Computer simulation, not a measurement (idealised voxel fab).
process module | voxel self aligned vias
cross-section cut | 265 nm wide | cells 5 nm
A cross-section is a grid of square cells, given in bands from the top down. A band is one or more rows of cells.
Each band's line starts with the height of the band's top and of its bottom, in nm. Then come its materials from left to right, each with its width in nm. One material with "throughout" fills the band from edge to edge. "air" is empty space.
Height 0 is the level under which the wafer as received is all one material. The lowest band goes on downwards, as in "0 down".
A width such as "30 to 40" changes by the same amount from each row of cells to the next, from the band's top row to its bottom row.
"no change" after a step means that no cell of the cross-section changed.
closed voids: empty space of 8 cells or more with no open way to the top, each as width x height at its distance from the left edge, in nm
after a step's settings: what the simulator itself notes on the step
overlay nm, on a step with a mask: how far to the right of its planned place the mask lay; to the left if negative
plan
1 op RECEIVE | material Si
2 op CONFORMAL_DEP | material SiO2 | thk nm 15
3 op CONFORMAL_DEP | material SiCN | thk nm 5
4 op DIRECTIONAL_DEP | material lowk | thk nm 25
5 op DIRECTIONAL_DEP | material aC | thk nm 10
6 op PATTERN | tone open | mask id LINES | material resist | width nm 20 | pitch nm 80 | thk nm 30 | overlay nm 0
7 op DIRECTIONAL_ETCH | etch materials aC | depth nm 10
8 op STRIP | etch materials resist
9 op DIRECTIONAL_ETCH | etch materials lowk | depth nm 25
10 op STRIP | etch materials aC
11 op CONFORMAL_DEP | material TiN | thk nm 5
12 op FILL_DEP | material Ru | thk nm 10
13 op CMP | height nm 45
14 op SELECTIVE_ETCH | etch materials W Ru TiN | depth nm 10
15 op FILL_DEP | material SiN | thk nm 5
16 op CMP | height nm 45
17 op DIRECTIONAL_DEP | material lowk | thk nm 15
18 op DIRECTIONAL_DEP | material aC | thk nm 10
19 op PATTERN | tone open | mask id VIAS | material resist | width nm 50 | pitch nm 160 | thk nm 30 | overlay nm 0
20 op DIRECTIONAL_ETCH | etch materials aC | depth nm 10
21 op STRIP | etch materials resist
22 op DIRECTIONAL_ETCH | etch materials lowk | depth nm 15
23 op DIRECTIONAL_ETCH | etch materials SiN | depth nm 10
24 op STRIP | etch materials aC
25 op CONFORMAL_DEP | material TiN | thk nm 5
26 op FILL_DEP | material Cu | thk nm 10
27 op CMP | height nm 60
28 op CONFORMAL_DEP | material SiCN | thk nm 5
varied across the wafers: width nm of step 6. The plan shows the first wafer's value. All wafers start alike
first wafer as received, after step 1
  0 down: Si throughout
  closed voids: none
each wafer at the end: cells of each material gained (+) or lost (-) since it was received, then its closed voids
width nm 20 | +40 Cu | +12 Ru | +106 SiCN | +8 SiN | +159 SiO2 | +60 TiN | +304 lowk | closed voids: none
width nm 25 | +44 Cu | +18 Ru | +106 SiCN | +10 SiN | +159 SiO2 | +63 TiN | +289 lowk | closed voids: none
width nm 30 | +48 Cu | +24 Ru | +106 SiCN | +12 SiN | +159 SiO2 | +66 TiN | +274 lowk | closed voids: none
width nm 35 | +52 Cu | +30 Ru | +106 SiCN | +14 SiN | +159 SiO2 | +69 TiN | +259 lowk | closed voids: none
width nm 40 | +56 Cu | +36 Ru | +106 SiCN | +16 SiN | +159 SiO2 | +72 TiN | +244 lowk | closed voids: none
width nm 45 | +60 Cu | +42 Ru | +106 SiCN | +18 SiN | +159 SiO2 | +75 TiN | +229 lowk | closed voids: none
